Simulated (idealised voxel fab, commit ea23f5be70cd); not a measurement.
Process module under the name voxel fin reveal
Cross-sectional view cut (width: 275 nm; square cell size: 5 nm).
Format of a cross-section: grid, square cells. Given as bands. Order: top down. Band: one or more rows of cells.
Heads up on the band format: heights come first, top then bottom, in nm. After that it's the materials left to right, each with its width in nm. A single material flagged "all across" fills the whole band edge to edge, and "blank" means there's empty space there.
Height is counted from the level 0, under which the received wafer is composed throughout of one material. The lowest of the bands is not closed at the bottom but continues downward, in the notation "0..down".
A width such as "30 to 40" changes by the same amount from each row of cells to the next, from the band's top row to its bottom row.
The cross-section has no changed cell in any step marked "same as before".
In "Enclosed cavities" the enclosed voids are listed, meaning empty spaces of 8 cells or larger without any opening to the top. The form is width x height at distance, distance from the left edge, units nm.
Text after the settings on a step's line: the simulator's own remark on that step.
overlay nm: mask offset rightward from planned place, masked step; negative means leftward offset.
PLANNED PROCESS STEPS
step 1: RECEIVE, material Si
step 2: CONFORMAL_DEP, material SiN, thk nm 5
step 3: PATTERN, tone cover, mask id FINS, material resist, width nm 15, pitch nm 35, thk nm 20, overlay nm 0
step 4: DIRECTIONAL_ETCH, etch materials SiN, depth nm 5
step 5: DIRECTIONAL_ETCH, etch materials Si, depth nm 40
step 6: STRIP, etch materials resist
step 7: OXIDIZE, depth nm 5
step 8: FILL_DEP, material SiO2, thk nm 15
step 9: CMP, height nm 5
step 10: SELECTIVE_ETCH, etch materials SiO2, depth nm 35
step 11: STRIP, etch materials SiN
CONCERNING THE FIRST OF TWO WAFERS, WHICH WAS RUN IN ACCORDANCE WITH THE PLAN
THIS IS THE CROSS-SECTION OF THE WAFER AS WE RECEIVED IT, I.E. AFTER STEP 1
	0..down: Si all across
	Enclosed cavities: none
TAKE A LOOK AT THE WAFER'S CROSS-SECTION AFTER STEP 2
	5..0: SiN all across
	Lower than 0, everything is as it was.
TAKE A LOOK AT THE WAFER'S CROSS-SECTION AFTER STEP 3
	25..5: blank 110 nm; resist 15 nm; blank 20 nm; resist 15 nm; blank 115 nm
	Lower than 5, everything is as it was.
TAKE A LOOK AT THE WAFER'S CROSS-SECTION AFTER STEP 4
	25..5: blank 110 nm; resist 15 nm; blank 20 nm; resist 15 nm; blank 115 nm
	5..0: blank 110 nm; SiN 15 nm; blank 20 nm; SiN 15 nm; blank 115 nm
	Lower than 0, everything is as it was.
TAKE A LOOK AT THE WAFER'S CROSS-SECTION AFTER STEP 5
	25..5: blank 110 nm; resist 15 nm; blank 20 nm; resist 15 nm; blank 115 nm
	5..0: blank 110 nm; SiN 15 nm; blank 20 nm; SiN 15 nm; blank 115 nm
	0..-40: blank 110 nm; Si 15 nm; blank 20 nm; Si 15 nm; blank 115 nm
	Lower than -40, everything is as it was.
TAKE A LOOK AT THE WAFER'S CROSS-SECTION AFTER STEP 6
	5..0: blank 110 nm; SiN 15 nm; blank 20 nm; SiN 15 nm; blank 115 nm
	Lower than 0, everything is as it was.
TAKE A LOOK AT THE WAFER'S CROSS-SECTION AFTER STEP 7
	5..0: blank 110 nm; SiN 15 nm; blank 20 nm; SiN 15 nm; blank 115 nm
	0..-40: blank 110 nm; SiO2 5 nm; Si 5 nm; SiO2 5 nm; blank 20 nm; SiO2 5 nm; Si 5 nm; SiO2 5 nm; blank 115 nm
	-40..-45: SiO2 115 nm; Si 5 nm; SiO2 30 nm; Si 5 nm; SiO2 120 nm
	Lower than -45, everything is as it was.
TAKE A LOOK AT THE WAFER'S CROSS-SECTION AFTER STEP 8
	20..5: SiO2 all across
	5..0: SiO2 110 nm; SiN 15 nm; SiO2 20 nm; SiN 15 nm; SiO2 115 nm
	0..-45: SiO2 115 nm; Si 5 nm; SiO2 30 nm; Si 5 nm; SiO2 120 nm
	Lower than -45, everything is as it was.
TAKE A LOOK AT THE WAFER'S CROSS-SECTION AFTER STEP 9
	5..0: SiO2 110 nm; SiN 15 nm; SiO2 20 nm; SiN 15 nm; SiO2 115 nm
	Lower than 0, everything is as it was.
TAKE A LOOK AT THE WAFER'S CROSS-SECTION AFTER STEP 10
	5..0: blank 110 nm; SiN 15 nm; blank 20 nm; SiN 15 nm; blank 115 nm
	0..-30: blank 115 nm; Si 5 nm; blank 30 nm; Si 5 nm; blank 120 nm
	Lower than -30, everything is as it was.
TAKE A LOOK AT THE WAFER'S CROSS-SECTION AFTER STEP 11
	0..-30: blank 115 nm; Si 5 nm; blank 30 nm; Si 5 nm; blank 120 nm
	Lower than -30, everything is as it was.
IT IS TO BE NOTED THAT THE SECOND WAFER PROCEEDED FROM THE SAME INITIAL STATE AND ACCORDING TO THE SAME PLAN AS THE FIRST, ALTHOUGH ONE MISTAKE WAS COMMITTED IN ITS EXECUTION; THROUGH STEP 9, INCLUSIVE, THE TWO WAFERS SHARE AN IDENTICAL HISTORY
CROSS-SECTION, SECOND WAFER, AT THE END TIME THE PLAN GIVES FOR STEP 10
	5..0: blank 110 nm; SiN 15 nm; blank 20 nm; SiN 15 nm; blank 115 nm
	0..-40: blank 115 nm; Si 5 nm; blank 30 nm; Si 5 nm; blank 120 nm
	Lower than -40, everything is as it was.
CROSS-SECTION, SECOND WAFER, AT THE END TIME THE PLAN GIVES FOR STEP 11
	0..-40: blank 115 nm; Si 5 nm; blank 30 nm; Si 5 nm; blank 120 nm
	Lower than -40, everything is as it was.
Diagnosis: step 10 was processed under conditions differing from the plan, specifically as SELECTIVE_ETCH, etch materials SiO2, depth nm 45
Final cells, second wafer relative to first, materials higher or lower: -106 SiO2
